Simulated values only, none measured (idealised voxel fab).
Process module, titled voxel lift off
The cross-section shown here is cut; it is 290 nm wide and divided into square cells measuring 5 nm on a side.
Notation: cross-section as square-cell grid; stated in bands, top first, going down; one or more cell rows per band. The band entry comprises the height of the band's top followed by the height of its bottom, expressed in nm, and subsequently the band's materials from left to right, each stated together with its width in nm. Where a single material is marked with the word "full width", that material fills the band from edge to edge. The word "blank" represents empty space. Beneath 0, the wafer as received is one material, and that level is where height counting begins. The lowest band goes on downward without a bottom; it is written like "0 nm and below". You'd read "30..40" like this: the band's top row of cells is as wide as the first number, its bottom row is as wide as the second, and going down, every row changes width by the same amount as the row before did. A step reported as "left unchanged" is a step in which no cell of the cross-section changed. This entry, "Non-vented voids", enumerates those empty regions of no fewer than 8 cells that possess no open connection to the top. Each region is reported in the form width x height at distance, the distance being taken from the left edge, with all three quantities expressed in nm. Past the settings on a step's line: simulator remark, on that step. Regarding "overlay nm": on a step with a mask, it is the distance the mask lay to the right of its planned place; a negative value places it to the left.
The process steps that were planned are listed below
1) RECEIVE with material Si
2) CONFORMAL_DEP with material SiO2, thk nm 10
3) PATTERN with tone open, mask id LINES, material resist, width nm 20, pitch nm 35, thk nm 20, overlay nm 0
4) DIRECTIONAL_DEP with material Ru, thk nm 10
5) STRIP with etch materials resist
6) CONFORMAL_DEP with material SiCN, thk nm 5
The first of two wafers, run as planned
The cross-section here shows the wafer as received, i.e. in its state after step 1
    0 nm and below: Si full width
    Non-vented voids: none
The wafer in cross-section once step 2 is complete
    10 nm to 0 nm: SiO2 full width
    Under 0: no change, same as before.
The wafer in cross-section once step 3 is complete
    30 nm to 10 nm: 80 nm resist; 20 nm blank; 15 nm resist; 20 nm blank; 15 nm resist; 20 nm blank; 15 nm resist; 20 nm blank; 85 nm resist
    Under 10: no change, same as before.
The wafer in cross-section once step 4 is complete
    40 nm to 30 nm: 80 nm Ru; 20 nm blank; 15 nm Ru; 20 nm blank; 15 nm Ru; 20 nm blank; 15 nm Ru; 20 nm blank; 85 nm Ru
    30 nm to 20 nm: 80 nm resist; 20 nm blank; 15 nm resist; 20 nm blank; 15 nm resist; 20 nm blank; 15 nm resist; 20 nm blank; 85 nm resist
    20 nm to 10 nm: 80 nm resist; 20 nm Ru; 15 nm resist; 20 nm Ru; 15 nm resist; 20 nm Ru; 15 nm resist; 20 nm Ru; 85 nm resist
    Under 10: no change, same as before.
The wafer in cross-section once step 5 is complete
    20 nm to 10 nm: 80 nm blank; 20 nm Ru; 15 nm blank; 20 nm Ru; 15 nm blank; 20 nm Ru; 15 nm blank; 20 nm Ru; 85 nm blank
    Under 10: no change, same as before.
The wafer in cross-section once step 6 is complete
    25 nm to 20 nm: 75 nm blank; 30 nm SiCN; 5 nm blank; 30 nm SiCN; 5 nm blank; 30 nm SiCN; 5 nm blank; 30 nm SiCN; 80 nm blank
    20 nm to 15 nm: 75 nm blank; 5 nm SiCN; 20 nm Ru; 5 nm SiCN; 5 nm blank; 5 nm SiCN; 20 nm Ru; 5 nm SiCN; 5 nm blank; 5 nm SiCN; 20 nm Ru; 5 nm SiCN; 5 nm blank; 5 nm SiCN; 20 nm Ru; 5 nm SiCN; 80 nm blank
    15 nm to 10 nm: 80 nm SiCN; 20 nm Ru; 15 nm SiCN; 20 nm Ru; 15 nm SiCN; 20 nm Ru; 15 nm SiCN; 20 nm Ru; 85 nm SiCN
    Under 10: no change, same as before.
The remaining wafer, second of the two, started like the first and was run to the same plan, except that one mistake was made along the way; the two coincide through step 5, inclusive
Look at the second wafer in cross-section at the time step 6 ought to have finished
    35 nm to 25 nm: 65 nm blank; 155 nm SiCN; 70 nm blank
    25 nm to 20 nm: SiCN full width
    20 nm to 10 nm: 80 nm SiCN; 20 nm Ru; 15 nm SiCN; 20 nm Ru; 15 nm SiCN; 20 nm Ru; 15 nm SiCN; 20 nm Ru; 85 nm SiCN
    Under 10: no change, same as before.
Which mistake was made when the wafer was run? contrary to plan, step 6 was performed as CONFORMAL_DEP with material SiCN, thk nm 15
It is noted that, at the conclusion of processing, the second wafer exhibits a higher or lower cell count for certain materials relative to the first: 130 more of SiCN
